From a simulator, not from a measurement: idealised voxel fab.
The following process module bears the name voxel wiring stack.
FYI the section here is cut, 270 nm wide, cells are 5 nm squares.
In what follows, cross-sections appear as grids of square cells, described through bands that run from the top down, where every band is one or more rows of cells. Band entry format. Leading values: height of top, height of bottom, nm. Remainder: materials in left-to-right order, each with its width in nm. Special words: "everywhere" on a single material, which then fills the band edge to edge; "blank", empty space. The reference from which all heights are counted is 0, the level beneath which the as-received wafer is entirely one material; the lowest band, having no lower bound, proceeds downward and is written after the example "0 and below". The width entry "30 to 40" should be interpreted row by row: the top row of cells in the band takes the first number, the bottom row takes the second number, and the change between adjacent rows is uniform throughout. Where a step carries "nothing changed", the cross-section came out of it unchanged, cell for cell. Closed empty spaces (no open way to the top) of 8 cells or more are what "Enclosed cavity list" lists, each as width x height at distance from the left edge, nm for all three. It should be noted that, on the line of a given step, the content following the step's settings is a remark produced by the simulator itself with respect to that step. The setting "overlay nm" may be written on the line of a step. When the step uses a mask, the value reports how far to the right of the planned place the mask lay, and a negative value reports that it lay to the left. Read each pair as before and after one process step. The after cross-section shows only down to the lowest band that changed. The step between them and its settings are given below the pair. Pairs can come from different runs of this module on the same starting wafer. A pair continues from the pair above only where its "Status quo ante" entry says so.

Status quo ante:
> 105 down to 85 | 95 SiO2; 30 blank; 20 SiO2; 30 blank; 95 SiO2
> 85 down to 80 | 95 SiN; 30 blank; 20 SiN; 30 blank; 95 SiN
> 80 down to 70 | 95 SiO2; 5 TiN; 10 to 5 Ru; 5 to 10 TiN; 155 SiO2
> 70 down to 65 | 95 SiCN; 15 TiN; 160 SiCN
> 65 down to 55 | 95 lowk; 5 TiN; 20 Ru; 5 TiN; 20 lowk; 5 TiN; 20 Ru; 5 TiN; 95 lowk
> 55 down to 50 | 95 lowk; 5 TiN; 5 Ru; 20 TiN; 20 lowk; 30 TiN; 95 lowk
> 50 down to 40 | 95 lowk; 5 TiN; 5 Ru; 5 TiN; 160 lowk
> 40 down to 35 | 95 SiCN; 15 TiN; 160 SiCN
> 35 down to 20 | 95 SiO2; 5 TiN; 20 Cu; 5 TiN; 20 SiO2; 5 TiN; 20 Cu; 5 TiN; 95 SiO2
> 20 down to 15 | 95 SiN; 30 TiN; 20 SiN; 30 TiN; 95 SiN
> 15 down to 0 | SiO2 everywhere
> 0 and below | Si everywhere
> Enclosed cavity list: none

Section After Processing:
> 110 down to 105 | 100 TiN; 20 blank; 30 TiN; 20 blank; 100 TiN
> 105 down to 85 | 95 SiO2; 5 TiN; 20 blank; 5 TiN; 20 SiO2; 5 TiN; 20 blank; 5 TiN; 95 SiO2
> 85 down to 80 | 95 SiN; 30 TiN; 20 SiN; 30 TiN; 95 SiN
> below 80: unchanged
> Enclosed cavity list: none
What process step lies between the two cross-sections above? CONFORMAL_DEP (material TiN; thk nm 5)

Status quo ante: The pre-step condition corresponds to the post-step cross-section depicted in the pair directly above.

Section After Processing:
> 115 down to 110 | Ru everywhere
> 110 down to 105 | 100 TiN; 20 Ru; 30 TiN; 20 Ru; 100 TiN
> 105 down to 85 | 95 SiO2; 5 TiN; 20 Ru; 5 TiN; 20 SiO2; 5 TiN; 20 Ru; 5 TiN; 95 SiO2
> below 85: unchanged
> Enclosed cavity list: none
What process step lies between the two cross-sections above? FILL_DEP (material Ru; thk nm 5)

Status quo ante: The pre-step condition corresponds to the post-step cross-section depicted in the pair directly above.

Section After Processing:
> 105 down to 85 | 95 SiO2; 5 TiN; 20 Ru; 5 TiN; 20 SiO2; 5 TiN; 20 Ru; 5 TiN; 95 SiO2
> below 85: unchanged
> Enclosed cavity list: none
What process step lies between the two cross-sections above? CMP (height nm 105)

Status quo ante: The pre-step condition corresponds to the post-step cross-section depicted in the pair directly above.

Section After Processing:
> 110 down to 105 | SiN everywhere
> below 105: unchanged
> Enclosed cavity list: none
What process step lies between the two cross-sections above? CONFORMAL_DEP (material SiN; thk nm 5)

Status quo ante:
> 80 down to 70 | SiO2 everywhere
> 70 down to 65 | SiCN everywhere
> 65 down to 55 | 95 lowk; 5 TiN; 20 Ru; 5 TiN; 20 lowk; 5 TiN; 20 Ru; 5 TiN; 95 lowk
> 55 down to 50 | 95 lowk; 5 TiN; 5 Ru; 20 TiN; 20 lowk; 30 TiN; 95 lowk
> 50 down to 40 | 95 lowk; 5 TiN; 5 Ru; 5 TiN; 160 lowk
> 40 down to 35 | 95 SiCN; 15 TiN; 160 SiCN
> 35 down to 20 | 95 SiO2; 5 TiN; 20 Cu; 5 TiN; 20 SiO2; 5 TiN; 20 Cu; 5 TiN; 95 SiO2
> 20 down to 15 | 95 SiN; 30 TiN; 20 SiN; 30 TiN; 95 SiN
> 15 down to 0 | SiO2 everywhere
> 0 and below | Si everywhere
> Enclosed cavity list: none

Section After Processing:
> 80 down to 70 | 90 SiO2; 15 blank; 165 SiO2
> below 70: unchanged
> Enclosed cavity list: none
What process step lies between the two cross-sections above? MASKED_ETCH (tone open; mask id PLUG_2; width nm 15; etch materials SiO2; depth nm 10; overlay nm -5)

Status quo ante: The pre-step condition corresponds to the post-step cross-section depicted in the pair directly above.

Section After Processing:
> 80 down to 70 | 90 SiO2; 15 blank; 165 SiO2
> 70 down to 65 | 95 SiCN; 10 blank; 165 SiCN
> below 65: unchanged
> Enclosed cavity list: none
What process step lies between the two cross-sections above? MASKED_ETCH (tone open; mask id PLUG_2; width nm 15; etch materials SiCN; depth nm 5; overlay nm 0)

Status quo ante: The pre-step condition corresponds to the post-step cross-section depicted in the pair directly above.

Section After Processing:
> 85 down to 80 | 95 TiN; 5 blank; 170 TiN
> 80 down to 75 | 90 SiO2; 5 TiN; 5 blank; 5 TiN; 165 SiO2
> 75 down to 70 | 90 SiO2; 15 TiN; 165 SiO2
> 70 down to 65 | 95 SiCN; 10 TiN; 165 SiCN
> below 65: unchanged
> Enclosed cavity list: none
What process step lies between the two cross-sections above? CONFORMAL_DEP (material TiN; thk nm 5)

Status quo ante: The pre-step condition corresponds to the post-step cross-section depicted in the pair directly above.

Section After Processing:
> 90 down to 85 | Ru everywhere
> 85 down to 80 | 95 TiN; 5 Ru; 170 TiN
> 80 down to 75 | 90 SiO2; 5 TiN; 5 Ru; 5 TiN; 165 SiO2
> below 75: unchanged
> Enclosed cavity list: none
What process step lies between the two cross-sections above? FILL_DEP (material Ru; thk nm 5)

Status quo ante: The pre-step condition corresponds to the post-step cross-section depicted in the pair directly above.

Section After Processing:
> 80 down to 75 | 90 SiO2; 5 TiN; 5 Ru; 5 TiN; 165 SiO2
> below 75: unchanged
> Enclosed cavity list: none
What process step lies between the two cross-sections above? CMP (height nm 80)

Status quo ante: The pre-step condition corresponds to the post-step cross-section depicted in the pair directly above.

Section After Processing:
> 85 down to 80 | SiN everywhere
> below 80: unchanged
> Enclosed cavity list: none
What process step lies between the two cross-sections above? CONFORMAL_DEP (material SiN; thk nm 5)

Status quo ante: The pre-step condition corresponds to the post-step cross-section depicted in the pair directly above.

Section After Processing:
> 105 down to 85 | SiO2 everywhere
> below 85: unchanged
> Enclosed cavity list: none
What process step lies between the two cross-sections above? DIRECTIONAL_DEP (material SiO2; thk nm 20)

Status quo ante: The pre-step condition corresponds to the post-step cross-section depicted in the pair directly above.

Section After Processing:
> 105 down to 85 | 95 SiO2; 30 blank; 20 SiO2; 30 blank; 95 SiO2
> below 85: unchanged
> Enclosed cavity list: none
What process step lies between the two cross-sections above? MASKED_ETCH (tone open; mask id METAL_3; width nm 30; pitch nm 50; etch materials SiO2; depth nm 20; overlay nm 0)

Status quo ante: The pre-step condition corresponds to the post-step cross-section depicted in the pair directly above.

Section After Processing:
> 105 down to 85 | 95 SiO2; 30 blank; 20 SiO2; 30 blank; 95 SiO2
> 85 down to 80 | 95 SiN; 30 blank; 20 SiN; 30 blank; 95 SiN
> below 80: unchanged
> Enclosed cavity list: none
What process step lies between the two cross-sections above? MASKED_ETCH (tone open; mask id METAL_3; width nm 30; pitch nm 50; etch materials SiN; depth nm 5; overlay nm 0)

Status quo ante: The pre-step condition corresponds to the post-step cross-section depicted in the pair directly above.

Section After Processing:
> 110 down to 105 | 100 TiN; 20 blank; 30 TiN; 20 blank; 100 TiN
> 105 down to 85 | 95 SiO2; 5 TiN; 20 blank; 5 TiN; 20 SiO2; 5 TiN; 20 blank; 5 TiN; 95 SiO2
> 85 down to 80 | 95 SiN; 30 TiN; 20 SiN; 30 TiN; 95 SiN
> below 80: unchanged
> Enclosed cavity list: none
What process step lies between the two cross-sections above? CONFORMAL_DEP (material TiN; thk nm 5)

Status quo ante: The pre-step condition corresponds to the post-step cross-section depicted in the pair directly above.

Section After Processing:
> 115 down to 110 | Ru everywhere
> 110 down to 105 | 100 TiN; 20 Ru; 30 TiN; 20 Ru; 100 TiN
> 105 down to 85 | 95 SiO2; 5 TiN; 20 Ru; 5 TiN; 20 SiO2; 5 TiN; 20 Ru; 5 TiN; 95 SiO2
> below 85: unchanged
> Enclosed cavity list: none
What process step lies between the two cross-sections above? FILL_DEP (material Ru; thk nm 5)

Status quo ante: The pre-step condition corresponds to the post-step cross-section depicted in the pair directly above.

Section After Processing:
> 105 down to 85 | 95 SiO2; 5 TiN; 20 Ru; 5 TiN; 20 SiO2; 5 TiN; 20 Ru; 5 TiN; 95 SiO2
> below 85: unchanged
> Enclosed cavity list: none
What process step lies between the two cross-sections above? CMP (height nm 105)

Status quo ante: The pre-step condition corresponds to the post-step cross-section depicted in the pair directly above.

Section After Processing:
> 110 down to 105 | SiN everywhere
> below 105: unchanged
> Enclosed cavity list: none
What process step lies between the two cross-sections above? CONFORMAL_DEP (material SiN; thk nm 5)

Status quo ante:
> 65 down to 55 | 95 lowk; 5 TiN; 20 Ru; 5 TiN; 20 lowk; 5 TiN; 20 Ru; 5 TiN; 95 lowk
> 55 down to 50 | 95 lowk; 5 TiN; 5 Ru; 20 TiN; 20 lowk; 30 TiN; 95 lowk
> 50 down to 40 | 95 lowk; 5 TiN; 5 Ru; 5 TiN; 160 lowk
> 40 down to 35 | 95 SiCN; 15 TiN; 160 SiCN
> 35 down to 20 | 95 SiO2; 5 TiN; 20 Cu; 5 TiN; 20 SiO2; 5 TiN; 20 Cu; 5 TiN; 95 SiO2
> 20 down to 15 | 95 SiN; 30 TiN; 20 SiN; 30 TiN; 95 SiN
> 15 down to 0 | SiO2 everywhere
> 0 and below | Si everywhere
> Enclosed cavity list: none

Section After Processing:
> 70 down to 65 | TiN everywhere
> below 65: unchanged
> Enclosed cavity list: none
What process step lies between the two cross-sections above? CONFORMAL_DEP (material TiN; thk nm 5)

Status quo ante: The pre-step condition corresponds to the post-step cross-section depicted in the pair directly above.

Section After Processing:
> 80 down to 70 | SiO2 everywhere
> below 70: unchanged
> Enclosed cavity list: none
What process step lies between the two cross-sections above? DIRECTIONAL_DEP (material SiO2; thk nm 10)

Status quo ante: The pre-step condition corresponds to the post-step cross-section depicted in the pair directly above.

Section After Processing:
> 80 down to 70 | 95 SiO2; 15 blank; 160 SiO2
> below 70: unchanged
> Enclosed cavity list: none
What process step lies between the two cross-sections above? MASKED_ETCH (tone open; mask id PLUG_2; width nm 15; etch materials SiO2; depth nm 10; overlay nm 0)

Status quo ante: The pre-step condition corresponds to the post-step cross-section depicted in the pair directly above.

Section After Processing:
> 85 down to 80 | 100 TiN; 5 blank; 165 TiN
> 80 down to 75 | 95 SiO2; 5 TiN; 5 blank; 5 TiN; 160 SiO2
> 75 down to 70 | 95 SiO2; 15 TiN; 160 SiO2
> below 70: unchanged
> Enclosed cavity list: none
What process step lies between the two cross-sections above? CONFORMAL_DEP (material TiN; thk nm 5)

Status quo ante: The pre-step condition corresponds to the post-step cross-section depicted in the pair directly above.

Section After Processing:
> 90 down to 85 | Ru everywhere
> 85 down to 80 | 100 TiN; 5 Ru; 165 TiN
> 80 down to 75 | 95 SiO2; 5 TiN; 5 Ru; 5 TiN; 160 SiO2
> below 75: unchanged
> Enclosed cavity list: none
What process step lies between the two cross-sections above? FILL_DEP (material Ru; thk nm 5)

Status quo ante: The pre-step condition corresponds to the post-step cross-section depicted in the pair directly above.

Section After Processing:
> 80 down to 75 | 95 SiO2; 5 TiN; 5 Ru; 5 TiN; 160 SiO2
> below 75: unchanged
> Enclosed cavity list: none
What process step lies between the two cross-sections above? CMP (height nm 80)

Status quo ante: The pre-step condition corresponds to the post-step cross-section depicted in the pair directly above.

Section After Processing:
> 85 down to 80 | SiN everywhere
> below 80: unchanged
> Enclosed cavity list: none
What process step lies between the two cross-sections above? CONFORMAL_DEP (material SiN; thk nm 5)

Status quo ante: The pre-step condition corresponds to the post-step cross-section depicted in the pair directly above.

Section After Processing:
> 105 down to 85 | SiO2 everywhere
> below 85: unchanged
> Enclosed cavity list: none
What process step lies between the two cross-sections above? DIRECTIONAL_DEP (material SiO2; thk nm 20)

Status quo ante: The pre-step condition corresponds to the post-step cross-section depicted in the pair directly above.

Section After Processing:
> 105 down to 85 | 95 SiO2; 30 blank; 20 SiO2; 30 blank; 95 SiO2
> below 85: unchanged
> Enclosed cavity list: none
What process step lies between the two cross-sections above? MASKED_ETCH (tone open; mask id METAL_3; width nm 30; pitch nm 50; etch materials SiO2; depth nm 20; overlay nm 0)

Status quo ante: The pre-step condition corresponds to the post-step cross-section depicted in the pair directly above.

Section After Processing:
> 105 down to 85 | 95 SiO2; 30 blank; 20 SiO2; 30 blank; 95 SiO2
> 85 down to 80 | 95 SiN; 30 blank; 20 SiN; 30 blank; 95 SiN
> below 80: unchanged
> Enclosed cavity list: none
What process step lies between the two cross-sections above? MASKED_ETCH (tone open; mask id METAL_3; width nm 30; pitch nm 50; etch materials SiN; depth nm 5; overlay nm 0)

Status quo ante: The pre-step condition corresponds to the post-step cross-section depicted in the pair directly above.

Section After Processing:
> 110 down to 105 | 100 TiN; 20 blank; 30 TiN; 20 blank; 100 TiN
> 105 down to 85 | 95 SiO2; 5 TiN; 20 blank; 5 TiN; 20 SiO2; 5 TiN; 20 blank; 5 TiN; 95 SiO2
> 85 down to 80 | 95 SiN; 30 TiN; 20 SiN; 30 TiN; 95 SiN
> below 80: unchanged
> Enclosed cavity list: none
What process step lies between the two cross-sections above? CONFORMAL_DEP (material TiN; thk nm 5)

Status quo ante: The pre-step condition corresponds to the post-step cross-section depicted in the pair directly above.

Section After Processing:
> 115 down to 110 | Ru everywhere
> 110 down to 105 | 100 TiN; 20 Ru; 30 TiN; 20 Ru; 100 TiN
> 105 down to 85 | 95 SiO2; 5 TiN; 20 Ru; 5 TiN; 20 SiO2; 5 TiN; 20 Ru; 5 TiN; 95 SiO2
> below 85: unchanged
> Enclosed cavity list: none
What process step lies between the two cross-sections above? FILL_DEP (material Ru; thk nm 5)

Status quo ante: The pre-step condition corresponds to the post-step cross-section depicted in the pair directly above.

Section After Processing:
> 105 down to 85 | 95 SiO2; 5 TiN; 20 Ru; 5 TiN; 20 SiO2; 5 TiN; 20 Ru; 5 TiN; 95 SiO2
> below 85: unchanged
> Enclosed cavity list: none
What process step lies between the two cross-sections above? CMP (height nm 105)

Status quo ante: The pre-step condition corresponds to the post-step cross-section depicted in the pair directly above.

Section After Processing:
> 110 down to 105 | SiN everywhere
> below 105: unchanged
> Enclosed cavity list: none
What process step lies between the two cross-sections above? CONFORMAL_DEP (material SiN; thk nm 5)

Status quo ante:
> 35 down to 20 | SiO2 everywhere
> 20 down to 15 | SiN everywhere
> 15 down to 0 | SiO2 everywhere
> 0 and below | Si everywhere
> Enclosed cavity list: none

Section After Processing:
> 55 down to 35 | 95 blank; 30 resist; 20 blank; 30 resist; 95 blank
> below 35: unchanged
> Enclosed cavity list: none
What process step lies between the two cross-sections above? PATTERN (tone cover; mask id METAL_1; material resist; width nm 30; pitch nm 50; thk nm 20; overlay nm 0)

Status quo ante: The pre-step condition corresponds to the post-step cross-section depicted in the pair directly above.

Section After Processing:
> 55 down to 35 | 95 blank; 30 resist; 20 blank; 30 resist; 95 blank
> 35 down to 20 | 95 blank; 30 SiO2; 20 blank; 30 SiO2; 95 blank
> below 20: unchanged
> Enclosed cavity list: none
What process step lies between the two cross-sections above? DIRECTIONAL_ETCH (etch materials SiO2; depth nm 15)

Status quo ante: The pre-step condition corresponds to the post-step cross-section depicted in the pair directly above.

Section After Processing:
> 55 down to 35 | 95 blank; 30 resist; 20 blank; 30 resist; 95 blank
> 35 down to 20 | 95 blank; 30 SiO2; 20 blank; 30 SiO2; 95 blank
> 20 down to 15 | 95 blank; 30 SiN; 20 blank; 30 SiN; 95 blank
> below 15: unchanged
> Enclosed cavity list: none
What process step lies between the two cross-sections above? DIRECTIONAL_ETCH (etch materials SiN; depth nm 5)

Status quo ante: The pre-step condition corresponds to the post-step cross-section depicted in the pair directly above.

Section After Processing:
> 35 down to 20 | 95 blank; 30 SiO2; 20 blank; 30 SiO2; 95 blank
> below 20: unchanged
> Enclosed cavity list: none
What process step lies between the two cross-sections above? STRIP (etch materials resist)

Status quo ante: The pre-step condition corresponds to the post-step cross-section depicted in the pair directly above.

Section After Processing:
> 40 down to 35 | 90 blank; 40 TiN; 10 blank; 40 TiN; 90 blank
> 35 down to 20 | 90 blank; 5 TiN; 30 SiO2; 5 TiN; 10 blank; 5 TiN; 30 SiO2; 5 TiN; 90 blank
> 20 down to 15 | 95 TiN; 30 SiN; 20 TiN; 30 SiN; 95 TiN
> below 15: unchanged
> Enclosed cavity list: none
What process step lies between the two cross-sections above? CONFORMAL_DEP (material TiN; thk nm 5)

Status quo ante: The pre-step condition corresponds to the post-step cross-section depicted in the pair directly above.

Section After Processing:
> 50 down to 40 | Cu everywhere
> 40 down to 35 | 90 Cu; 40 TiN; 10 Cu; 40 TiN; 90 Cu
> 35 down to 20 | 90 Cu; 5 TiN; 30 SiO2; 5 TiN; 10 Cu; 5 TiN; 30 SiO2; 5 TiN; 90 Cu
> below 20: unchanged
> Enclosed cavity list: none
What process step lies between the two cross-sections above? FILL_DEP (material Cu; thk nm 10)

Status quo ante: The pre-step condition corresponds to the post-step cross-section depicted in the pair directly above.

Section After Processing:
> 35 down to 20 | 90 Cu; 5 TiN; 30 SiO2; 5 TiN; 10 Cu; 5 TiN; 30 SiO2; 5 TiN; 90 Cu
> below 20: unchanged
> Enclosed cavity list: none
What process step lies between the two cross-sections above? CMP (height nm 35)

Status quo ante: The pre-step condition corresponds to the post-step cross-section depicted in the pair directly above.

Section After Processing:
> 40 down to 35 | SiCN everywhere
> below 35: unchanged
> Enclosed cavity list: none
What process step lies between the two cross-sections above? CONFORMAL_DEP (material SiCN; thk nm 5)

Status quo ante: The pre-step condition corresponds to the post-step cross-section depicted in the pair directly above.

Section After Processing:
> 65 down to 40 | lowk everywhere
> below 40: unchanged
> Enclosed cavity list: none
What process step lies between the two cross-sections above? DIRECTIONAL_DEP (material lowk; thk nm 25)

Status quo ante: The pre-step condition corresponds to the post-step cross-section depicted in the pair directly above.

Section After Processing:
> 65 down to 40 | 95 lowk; 15 blank; 160 lowk
> below 40: unchanged
> Enclosed cavity list: none
What process step lies between the two cross-sections above? MASKED_ETCH (tone open; mask id METAL_2_HOLES; width nm 15; etch materials lowk; depth nm 25; overlay nm 0)

Status quo ante: The pre-step condition corresponds to the post-step cross-section depicted in the pair directly above.

Section After Processing:
> 75 down to 65 | 95 aC; 15 blank; 160 aC
> 65 down to 50 | 95 lowk; 15 blank; 160 lowk
> 50 down to 40 | 95 lowk; 15 aC; 160 lowk
> below 40: unchanged
> Enclosed cavity list: none
What process step lies between the two cross-sections above? DIRECTIONAL_DEP (material aC; thk nm 10)

Status quo ante: The pre-step condition corresponds to the post-step cross-section depicted in the pair directly above.

Section After Processing:
> 100 down to 75 | 95 resist; 30 blank; 20 resist; 30 blank; 95 resist
> below 75: unchanged
> Enclosed cavity list: none
What process step lies between the two cross-sections above? PATTERN (tone open; mask id METAL_2; material resist; width nm 30; pitch nm 50; thk nm 25; overlay nm 0)

Status quo ante: The pre-step condition corresponds to the post-step cross-section depicted in the pair directly above.

Section After Processing:
> 90 down to 75 | 95 resist; 30 blank; 20 resist; 30 blank; 95 resist
> 75 down to 65 | 95 aC; 30 blank; 20 aC; 30 blank; 95 aC
> 65 down to 40 | 95 lowk; 15 blank; 160 lowk
> below 40: unchanged
> Enclosed cavity list: none
What process step lies between the two cross-sections above? DIRECTIONAL_ETCH (etch materials aC; depth nm 10)

Status quo ante: The pre-step condition corresponds to the post-step cross-section depicted in the pair directly above.

Section After Processing:
> 75 down to 65 | 95 aC; 30 blank; 20 aC; 30 blank; 95 aC
> below 65: unchanged
> Enclosed cavity list: none
What process step lies between the two cross-sections above? STRIP (etch materials resist)

Status quo ante: The pre-step condition corresponds to the post-step cross-section depicted in the pair directly above.

Section After Processing:
> 75 down to 65 | 95 aC; 30 blank; 20 aC; 30 blank; 95 aC
> 65 down to 50 | 95 lowk; 30 blank; 20 lowk; 30 blank; 95 lowk
> below 50: unchanged
> Enclosed cavity list: none
What process step lies between the two cross-sections above? DIRECTIONAL_ETCH (etch materials lowk; depth nm 15)

Status quo ante: The pre-step condition corresponds to the post-step cross-section depicted in the pair directly above.

Section After Processing:
> 75 down to 65 | 95 aC; 30 blank; 20 aC; 30 blank; 95 aC
> 65 down to 50 | 95 lowk; 30 blank; 20 lowk; 30 blank; 95 lowk
> 50 down to 40 | 95 lowk; 15 blank; 160 lowk
> 40 down to 35 | 95 SiCN; 15 blank; 160 SiCN
> below 35: unchanged
> Enclosed cavity list: none
What process step lies between the two cross-sections above? DIRECTIONAL_ETCH (etch materials SiCN; depth nm 5)

Status quo ante: The pre-step condition corresponds to the post-step cross-section depicted in the pair directly above.

Section After Processing:
> 65 down to 50 | 95 lowk; 30 blank; 20 lowk; 30 blank; 95 lowk
> below 50: unchanged
> Enclosed cavity list: none
What process step lies between the two cross-sections above? STRIP (etch materials aC)

Status quo ante: The pre-step condition corresponds to the post-step cross-section depicted in the pair directly above.

Section After Processing:
> 70 down to 65 | 100 TiN; 20 blank; 30 TiN; 20 blank; 100 TiN
> 65 down to 55 | 95 lowk; 5 TiN; 20 blank; 5 TiN; 20 lowk; 5 TiN; 20 blank; 5 TiN; 95 lowk
> 55 down to 50 | 95 lowk; 5 TiN; 5 blank; 20 TiN; 20 lowk; 30 TiN; 95 lowk
> 50 down to 40 | 95 lowk; 5 TiN; 5 blank; 5 TiN; 160 lowk
> 40 down to 35 | 95 SiCN; 15 TiN; 160 SiCN
> below 35: unchanged
> Enclosed cavity list: none
What process step lies between the two cross-sections above? CONFORMAL_DEP (material TiN; thk nm 5)

Status quo ante: The pre-step condition corresponds to the post-step cross-section depicted in the pair directly above.

Section After Processing:
> 75 down to 70 | Ru everywhere
> 70 down to 65 | 100 TiN; 20 Ru; 30 TiN; 20 Ru; 100 TiN
> 65 down to 55 | 95 lowk; 5 TiN; 20 Ru; 5 TiN; 20 lowk; 5 TiN; 20 Ru; 5 TiN; 95 lowk
> 55 down to 50 | 95 lowk; 5 TiN; 5 Ru; 20 TiN; 20 lowk; 30 TiN; 95 lowk
> 50 down to 40 | 95 lowk; 5 TiN; 5 Ru; 5 TiN; 160 lowk
> below 40: unchanged
> Enclosed cavity list: none
What process step lies between the two cross-sections above? FILL_DEP (material Ru; thk nm 5)

Status quo ante: The pre-step condition corresponds to the post-step cross-section depicted in the pair directly above.

Section After Processing:
> 65 down to 55 | 95 lowk; 5 TiN; 20 Ru; 5 TiN; 20 lowk; 5 TiN; 20 Ru; 5 TiN; 95 lowk
> below 55: unchanged
> Enclosed cavity list: none
What process step lies between the two cross-sections above? CMP (height nm 65)

Status quo ante: The pre-step condition corresponds to the post-step cross-section depicted in the pair directly above.

Section After Processing:
> 70 down to 65 | SiCN everywhere
> below 65: unchanged
> Enclosed cavity list: none
What process step lies between the two cross-sections above? CONFORMAL_DEP (material SiCN; thk nm 5)

Status quo ante: The pre-step condition corresponds to the post-step cross-section depicted in the pair directly above.

Section After Processing:
> 80 down to 70 | SiO2 everywhere
> below 70: unchanged
> Enclosed cavity list: none
What process step lies between the two cross-sections above? DIRECTIONAL_DEP (material SiO2; thk nm 10)

Status quo ante: The pre-step condition corresponds to the post-step cross-section depicted in the pair directly above.

Section After Processing:
> 80 down to 70 | 95 SiO2; 15 blank; 160 SiO2
> below 70: unchanged
> Enclosed cavity list: none
What process step lies between the two cross-sections above? MASKED_ETCH (tone open; mask id PLUG_2; width nm 15; etch materials SiO2; depth nm 10; overlay nm 0)

Status quo ante: The pre-step condition corresponds to the post-step cross-section depicted in the pair directly above.

Section After Processing:
> 80 down to 70 | 95 SiO2; 15 blank; 160 SiO2
> 70 down to 65 | 95 SiCN; 15 blank; 160 SiCN
> below 65: unchanged
> Enclosed cavity list: none
What process step lies between the two cross-sections above? MASKED_ETCH (tone open; mask id PLUG_2; width nm 15; etch materials SiCN; depth nm 5; overlay nm 0)

Status quo ante: The pre-step condition corresponds to the post-step cross-section depicted in the pair directly above.

Section After Processing:
> 85 down to 80 | 100 TiN; 5 blank; 165 TiN
> 80 down to 70 | 95 SiO2; 5 TiN; 5 blank; 5 TiN; 160 SiO2
> 70 down to 65 | 95 SiCN; 15 TiN; 160 SiCN
> below 65: unchanged
> Enclosed cavity list: none
What process step lies between the two cross-sections above? CONFORMAL_DEP (material TiN; thk nm 5)

Status quo ante: The pre-step condition corresponds to the post-step cross-section depicted in the pair directly above.

Section After Processing:
> 90 down to 85 | Ru everywhere
> 85 down to 80 | 100 TiN; 5 Ru; 165 TiN
> 80 down to 70 | 95 SiO2; 5 TiN; 5 Ru; 5 TiN; 160 SiO2
> below 70: unchanged
> Enclosed cavity list: none
What process step lies between the two cross-sections above? FILL_DEP (material Ru; thk nm 5)

Status quo ante: The pre-step condition corresponds to the post-step cross-section depicted in the pair directly above.

Section After Processing:
> 80 down to 70 | 95 SiO2; 5 TiN; 5 Ru; 5 TiN; 160 SiO2
> below 70: unchanged
> Enclosed cavity list: none
What process step lies between the two cross-sections above? CMP (height nm 80)

Status quo ante: The pre-step condition corresponds to the post-step cross-section depicted in the pair directly above.

Section After Processing:
> 85 down to 80 | SiN everywhere
> below 80: unchanged
> Enclosed cavity list: none
What process step lies between the two cross-sections above? CONFORMAL_DEP (material SiN; thk nm 5)

Status quo ante: The pre-step condition corresponds to the post-step cross-section depicted in the pair directly above.

Section After Processing:
> 105 down to 85 | SiO2 everywhere
> below 85: unchanged
> Enclosed cavity list: none
What process step lies between the two cross-sections above? DIRECTIONAL_DEP (material SiO2; thk nm 20)

Status quo ante: The pre-step condition corresponds to the post-step cross-section depicted in the pair directly above.

Section After Processing:
> 105 down to 85 | 95 SiO2; 30 blank; 20 SiO2; 30 blank; 95 SiO2
> below 85: unchanged
> Enclosed cavity list: none
What process step lies between the two cross-sections above? MASKED_ETCH (tone open; mask id METAL_3; width nm 30; pitch nm 50; etch materials SiO2; depth nm 20; overlay nm 0)

Status quo ante: The pre-step condition corresponds to the post-step cross-section depicted in the pair directly above.

Section After Processing:
> 105 down to 85 | 95 SiO2; 30 blank; 20 SiO2; 30 blank; 95 SiO2
> 85 down to 80 | 95 SiN; 30 blank; 20 SiN; 30 blank; 95 SiN
> below 80: unchanged
> Enclosed cavity list: none
What process step lies between the two cross-sections above? MASKED_ETCH (tone open; mask id METAL_3; width nm 30; pitch nm 50; etch materials SiN; depth nm 5; overlay nm 0)

Status quo ante: The pre-step condition corresponds to the post-step cross-section depicted in the pair directly above.

Section After Processing:
> 110 down to 105 | 100 TiN; 20 blank; 30 TiN; 20 blank; 100 TiN
> 105 down to 85 | 95 SiO2; 5 TiN; 20 blank; 5 TiN; 20 SiO2; 5 TiN; 20 blank; 5 TiN; 95 SiO2
> 85 down to 80 | 95 SiN; 30 TiN; 20 SiN; 30 TiN; 95 SiN
> below 80: unchanged
> Enclosed cavity list: none
What process step lies between the two cross-sections above? CONFORMAL_DEP (material TiN; thk nm 5)

Status quo ante: The pre-step condition corresponds to the post-step cross-section depicted in the pair directly above.

Section After Processing:
> 115 down to 110 | Ru everywhere
> 110 down to 105 | 100 TiN; 20 Ru; 30 TiN; 20 Ru; 100 TiN
> 105 down to 85 | 95 SiO2; 5 TiN; 20 Ru; 5 TiN; 20 SiO2; 5 TiN; 20 Ru; 5 TiN; 95 SiO2
> below 85: unchanged
> Enclosed cavity list: none
What process step lies between the two cross-sections above? FILL_DEP (material Ru; thk nm 5)

Status quo ante: The pre-step condition corresponds to the post-step cross-section depicted in the pair directly above.

Section After Processing:
> 105 down to 85 | 95 SiO2; 5 TiN; 20 Ru; 5 TiN; 20 SiO2; 5 TiN; 20 Ru; 5 TiN; 95 SiO2
> below 85: unchanged
> Enclosed cavity list: none
What process step lies between the two cross-sections above? CMP (height nm 105)

Status quo ante: The pre-step condition corresponds to the post-step cross-section depicted in the pair directly above.

Section After Processing:
> 110 down to 105 | SiN everywhere
> below 105: unchanged
> Enclosed cavity list: none
What process step lies between the two cross-sections above? CONFORMAL_DEP (material SiN; thk nm 5)
